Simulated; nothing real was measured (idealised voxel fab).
Name of the process module below: voxel capacitor over wiring
For reference, the cross-section in this document is cut, with width 280 nm and square cells of 5 nm.
How to read a cross-section here: the picture is a grid of square cells, written as bands going from the top down, and any band can span one or more rows of cells. Band entry format. Leading values: height of top, height of bottom, nm. Remainder: materials in left-to-right order, each with its width in nm. Special words: "everywhere" on a single material, which then fills the band edge to edge; "empty", empty space. Where do heights start? At 0: under that level the wafer as delivered is made of one material only. And the lowest band has no floor; it just carries on downward, as in "0 down". Width "30 to 40": first value at the band's top row of cells, second value at its bottom row, equal change from row to row. Reading "changes: none" for a step: not a cell of the cross-section changed in it. Any empty space of 8 cells or more lacking an open way to the top shows up in "Completely sealed voids" as width x height at distance, distance from the left edge, in nm. What comes after the settings on a step's line is commentary from the simulator itself on that step. overlay nm: mask right of planned place by this much (step with mask). Neg. = left.
## Listed below are the process steps as planned
| 1 | RECEIVE (material Si) |
| 2 | CONFORMAL_DEP (material SiO2; thk nm 15) |
| 3 | CONFORMAL_DEP (material SiCN; thk nm 5) |
| 4 | DIRECTIONAL_DEP (material lowk; thk nm 25) |
| 5 | PATTERN (tone open; mask id METAL_1; material resist; width nm 20; pitch nm 90; thk nm 15; overlay nm 0) |
| 6 | DIRECTIONAL_ETCH (etch materials lowk; depth nm 25) |
| 7 | DIRECTIONAL_ETCH (etch materials SiCN; depth nm 5) |
| 8 | STRIP (etch materials resist) |
| 9 | CONFORMAL_DEP (material TiN; thk nm 5) |
| 10 | FILL_DEP (material W; thk nm 5) |
| 11 | CMP (height nm 45) |
| 12 | EPI (material Ru; thk nm 5) |
| 13 | FILL_DEP (material SiCN; thk nm 5) |
| 14 | DIRECTIONAL_DEP (material SiO2; thk nm 20) |
| 15 | MASKED_ETCH (tone open; mask id PLUG_1; width nm 15; etch materials SiO2; depth nm 20; overlay nm 0) |
| 16 | MASKED_ETCH (tone open; mask id PLUG_1; width nm 15; etch materials SiCN; depth nm 5; overlay nm 0) |
| 17 | CONFORMAL_DEP (material TiN; thk nm 5) |
| 18 | FILL_DEP (material W; thk nm 10) |
| 19 | CMP (height nm 75) |
| 20 | DIRECTIONAL_DEP (material TiN; thk nm 5) |
| 21 | DIRECTIONAL_DEP (material SiN; thk nm 5) |
| 22 | DIRECTIONAL_DEP (material TiN; thk nm 5) |
| 23 | MASKED_ETCH (tone cover; mask id UPPER_PLATE; width nm 75; etch materials TiN; depth nm 5; overlay nm 0) |
| 24 | MASKED_ETCH (tone cover; mask id UPPER_PLATE; width nm 75; etch materials SiN; depth nm 5; overlay nm 0) |
| 25 | MASKED_ETCH (tone cover; mask id LOWER_PLATE; width nm 85; etch materials TiN; depth nm 5; overlay nm 0) |
| 26 | FILL_DEP (material SiO2; thk nm 20) |
| 27 | CMP (height nm 105) |
| 28 | PATTERN (tone open; mask id PLUG_2; material resist; width nm 15; thk nm 15; overlay nm 0) |
| 29 | DIRECTIONAL_ETCH (etch materials SiO2; depth nm 15) |
| 30 | STRIP (etch materials resist) |
| 31 | CONFORMAL_DEP (material TiN; thk nm 5) |
| 32 | FILL_DEP (material W; thk nm 10) |
| 33 | CMP (height nm 105) |
| 34 | CONFORMAL_DEP (material SiN; thk nm 5) |
## Cross-section of the wafer upon arrival, representing the state reached after step 1
> 0 down = Si everywhere
> Completely sealed voids: none
## Cross-section, first of two wafers, end of module, run as planned
> 110 to 105 = SiN everywhere
> 105 to 95 = 100 nm SiO2 / 5 nm TiN / 5 nm W / 5 nm TiN / 165 nm SiO2
> 95 to 85 = 100 to 90 nm SiO2 / 15 to 75 nm TiN / 165 to 115 nm SiO2
> 85 to 80 = 90 nm SiO2 / 75 nm SiN / 115 nm SiO2
> 80 to 75 = 85 nm SiO2 / 85 nm TiN / 110 nm SiO2
> 75 to 55 = 90 nm SiO2 / 5 nm TiN / 5 nm W / 5 nm TiN / 175 nm SiO2
> 55 to 50 = 90 nm SiCN / 15 nm TiN / 175 nm SiCN
> 50 to 45 = 80 nm SiCN / 30 nm Ru / 60 nm SiCN / 30 nm Ru / 80 nm SiCN
> 45 to 20 = 85 nm lowk / 5 nm TiN / 10 nm W / 5 nm TiN / 70 nm lowk / 5 nm TiN / 10 nm W / 5 nm TiN / 85 nm lowk
> 20 to 15 = 85 nm SiCN / 20 nm TiN / 70 nm SiCN / 20 nm TiN / 85 nm SiCN
> 15 to 0 = SiO2 everywhere
> 0 down = Si everywhere
> Completely sealed voids: none
## Same start, same plan as the first wafer - but one mistake in the run. Cross-section of the second of the two at the end of the module
> 110 to 105 = SiN everywhere
> 105 to 95 = 95 nm SiO2 / 5 nm TiN / 15 nm W / 5 nm TiN / 160 nm SiO2
> 95 to 85 = 95 to 90 nm SiO2 / 25 to 75 nm TiN / 160 to 115 nm SiO2
> 85 to 80 = 90 nm SiO2 / 75 nm SiN / 115 nm SiO2
> 80 to 75 = 85 nm SiO2 / 85 nm TiN / 110 nm SiO2
> 75 to 55 = 90 nm SiO2 / 5 nm TiN / 5 nm W / 5 nm TiN / 175 nm SiO2
> 55 to 50 = 90 nm SiCN / 15 nm TiN / 175 nm SiCN
> 50 to 45 = 80 nm SiCN / 30 nm Ru / 60 nm SiCN / 30 nm Ru / 80 nm SiCN
> 45 to 20 = 85 nm lowk / 5 nm TiN / 10 nm W / 5 nm TiN / 70 nm lowk / 5 nm TiN / 10 nm W / 5 nm TiN / 85 nm lowk
> 20 to 15 = 85 nm SiCN / 20 nm TiN / 70 nm SiCN / 20 nm TiN / 85 nm SiCN
> 15 to 0 = SiO2 everywhere
> 0 down = Si everywhere
> Completely sealed voids: none
Heads up, the wafer didn't run the way we planned it: it should be noted that step 28 was executed with settings other than those planned, the operation and settings actually applied being PATTERN (tone open; mask id PLUG_2; material resist; width nm 25; thk nm 15; overlay nm 0)
Upon completion, the second wafer contains, in terms of cells, a greater or smaller amount of certain materials than the first wafer: SiO2 -6 | TiN +2 | W +4
